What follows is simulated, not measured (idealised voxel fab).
A process module follows: voxel capacitor over wiring.
Each square cell in cross-section cut measures 5 nm, and the section as a whole is 225 nm wide.
In what follows, cross-sections appear as grids of square cells, described through bands that run from the top down, where every band is one or more rows of cells.
Per band: top height and bottom height in nm, followed by the left-to-right materials and their widths in nm; "full width" marks a single material spanning edge to edge, "air" marks empty space.
Height is counted from the level 0, under which the received wafer is composed throughout of one material. The lowest of the bands is not closed at the bottom but continues downward, in the notation "top 0, no bottom".
When a width is written as two numbers, as in "30->40", the first number is the width in the top row of cells of the band and the second is the width in its bottom row, and the width changes by the same amount from each row to the next.
When a step is marked "all unchanged", none of the cells in the cross-section changed during that step.
Under "closed voids" you'll find the enclosed gaps, the ones with no way out to the top, that are 8 cells or bigger; each reads width x height at distance, with distance counted from the left edge, everything in nm.
Read whatever lies past the settings on a step's line as the simulator's own remark about the step.
overlay nm: how far to the right of its planned place the mask lay on this masked step (negative: to the left).
# The process steps that were planned are listed below
1: RECEIVE with material Si
2: CONFORMAL_DEP with material SiO2, thk nm 15
3: DIRECTIONAL_DEP with material TiN, thk nm 5
4: DIRECTIONAL_DEP with material W, thk nm 25
5: MASKED_ETCH with tone cover, mask id METAL_1, width nm 30, pitch nm 95, etch materials W, depth nm 25, overlay nm 0
6: MASKED_ETCH with tone cover, mask id METAL_1, width nm 30, pitch nm 95, etch materials TiN, depth nm 5, overlay nm 0
7: CONFORMAL_DEP with material SiN, thk nm 5
8: FILL_DEP with material SiO2, thk nm 10
9: CMP with height nm 45
10: CONFORMAL_DEP with material SiCN, thk nm 5
11: DIRECTIONAL_DEP with material lowk, thk nm 20
12: DIRECTIONAL_DEP with material aC, thk nm 15
13: PATTERN with tone open, mask id PLUG_1, material resist, width nm 15, thk nm 30, overlay nm 0
14: DIRECTIONAL_ETCH with etch materials aC, depth nm 15
15: STRIP with etch materials resist
16: DIRECTIONAL_ETCH with etch materials lowk, depth nm 20
17: DIRECTIONAL_ETCH with etch materials SiCN, depth nm 5
18: STRIP with etch materials aC
19: EPI with material Ru, thk nm 10
20: EPI with material Ru, thk nm 10
21: EPI with material Ru, thk nm 5
22: DIRECTIONAL_DEP with material TiN, thk nm 10
23: DIRECTIONAL_DEP with material SiN, thk nm 5
24: DIRECTIONAL_DEP with material TiN, thk nm 10
25: DIRECTIONAL_DEP with material aC, thk nm 15
26: PATTERN with tone cover, mask id UPPER_PLATE, material resist, width nm 70, thk nm 35, overlay nm 0
27: DIRECTIONAL_ETCH with etch materials aC, depth nm 15
28: STRIP with etch materials resist
29: DIRECTIONAL_ETCH with etch materials TiN, depth nm 10
30: DIRECTIONAL_ETCH with etch materials SiN, depth nm 5
31: STRIP with etch materials aC
32: DIRECTIONAL_DEP with material aC, thk nm 10
33: PATTERN with tone cover, mask id LOWER_PLATE, material resist, width nm 80, thk nm 25, overlay nm 0
34: DIRECTIONAL_ETCH with etch materials aC, depth nm 10
35: STRIP with etch materials resist
36: DIRECTIONAL_ETCH with etch materials TiN, depth nm 10
37: STRIP with etch materials aC
38: FILL_DEP with material SiO2, thk nm 20
39: CMP with height nm 110
40: DIRECTIONAL_DEP with material aC, thk nm 15
41: PATTERN with tone open, mask id PLUG_2, material resist, width nm 15, thk nm 35, overlay nm 0
42: DIRECTIONAL_ETCH with etch materials aC, depth nm 15
43: STRIP with etch materials resist
44: DIRECTIONAL_ETCH with etch materials SiO2, depth nm 15
45: STRIP with etch materials aC
46: CONFORMAL_DEP with material TiN, thk nm 5
47: FILL_DEP with material Ru, thk nm 10
48: CMP with height nm 110
49: CONFORMAL_DEP with material SiCN, thk nm 5
# As-received state of the wafer in cross-section, equivalent to post-step 1
    top 0, no bottom = Si full width
    closed voids: none
# Starting wafer: above. Plan: above. Run: one mistake. Cross-section after the module: below
    top 115, bottom 110 = SiCN full width
    top 110, bottom 100 = 75 of SiO2, then 5 of TiN, then 5 of Ru, then 5 of TiN, then 135 of SiO2
    top 100, bottom 95 = 75 of SiO2, then 15 of TiN, then 135 of SiO2
    top 95, bottom 85 = 60 of SiO2, then 5 of TiN, then 70 of SiO2, then 5 of TiN, then 85 of SiO2
    top 85, bottom 80 = 65 of SiN, then 70 of SiO2, then 90 of SiN
    top 80, bottom 70 = TiN full width
    top 70, bottom 50 = 65 of lowk, then 15 of Ru, then 145 of lowk
    top 50, bottom 45 = 65 of SiCN, then 15 of Ru, then 145 of SiCN
    top 45, bottom 20 = 45 of SiO2, then 5 of SiN, then 30 of W, then 5 of SiN, then 55 of SiO2, then 5 of SiN, then 30 of W, then 5 of SiN, then 45 of SiO2
    top 20, bottom 15 = 50 of SiN, then 30 of TiN, then 65 of SiN, then 30 of TiN, then 50 of SiN
    top 15, bottom 0 = SiO2 full width
    top 0, no bottom = Si full width
    closed voids: none
Plan not followed: step 26 changed vs plan, executed as PATTERN with tone open, mask id UPPER_PLATE, material resist, width nm 70, thk nm 35, overlay nm 0
